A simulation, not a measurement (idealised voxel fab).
This section sets out a process module, namely voxel released beams.
The cross-section on display is named cut; it measures 240 nm wide, and its cells are 5 nm squares.
A cross-section in this document is a grid of square cells, and it is written down as bands, the top band listed before the ones below it; a band is made up of one or more rows of cells. Basically the band line says how high the top is and how high the bottom is, in nm, and then what's in it from left to right, every material with its width in nm. Empty space shows up as "blank", and if a single material carries "everywhere" it runs the full band edge to edge. Convention: height 0 is the level below which the wafer, as received, is all one material. The lowest band does not terminate at the bottom but continues downward, represented as "from 0 down". The notation "30 to 40" denotes a width that varies across the rows of cells in the band, beginning at the first number in the top row, finishing at the second number in the bottom row, and changing by an identical amount from each row to the next. Step note "everything unchanged" = no cross-section cell changed. "Sealed internal cavities" - sealed voids, min. 8 cells, no opening to top; format: width x height at distance (distance from left edge; nm throughout). On each step's line, the part that comes after the settings is the simulator's own comment on the step. "overlay nm" on a masked step: distance the mask lay right of its planned place, negative for left.

Intended process steps
1. RECEIVE,material Si
2. CONFORMAL_DEP,material Al2O3,thk nm 5
3. DIRECTIONAL_DEP,material SiO2,thk nm 20
4. DIRECTIONAL_DEP,material aC,thk nm 15
5. PATTERN,tone open,mask id ANCHOR,material resist,width nm 45,thk nm 35,overlay nm 0
6. DIRECTIONAL_ETCH,etch materials aC,depth nm 15
7. STRIP,etch materials resist
8. DIRECTIONAL_ETCH,etch materials SiO2,depth nm 20
9. STRIP,etch materials aC
10. CONFORMAL_DEP,material polySi,thk nm 15
11. MASKED_ETCH,tone cover,mask id BEAM,width nm 100,etch materials polySi,depth nm 15,overlay nm 0
12. STRIP,etch materials SiO2

Received-state cross-section, reflecting completion of step 1
* from 0 down | Si everywhere
* Sealed internal cavities: none

The first of the two wafers as seen in cross-section once the module was finished; processing followed the plan
* from 40 to 25 | blank 65  polySi 20  blank 15  polySi 65  blank 75
* from 25 to 20 | blank 70  polySi 15  blank 15  polySi 15  blank 125
* from 20 to 5 | blank 70  polySi 45  blank 125
* from 5 to 0 | Al2O3 everywhere
* from 0 down | Si everywhere
* Sealed internal cavities: none

Cross-section, wafer two of two, end of module: same start and plan as wafer one, one error in execution
* from 55 to 40 | blank 65  polySi 100  blank 75
* from 40 to 25 | polySi everywhere
* from 25 to 5 | SiO2 70  polySi 45  SiO2 125
* from 5 to 0 | Al2O3 everywhere
* from 0 down | Si everywhere
* Sealed internal cavities: none
What went wrong in running the wafer? in the plan, step 10 was performed twice
End of process, cell counts, second wafer against first, materials with more or fewer: +156 SiO2 | +156 polySi
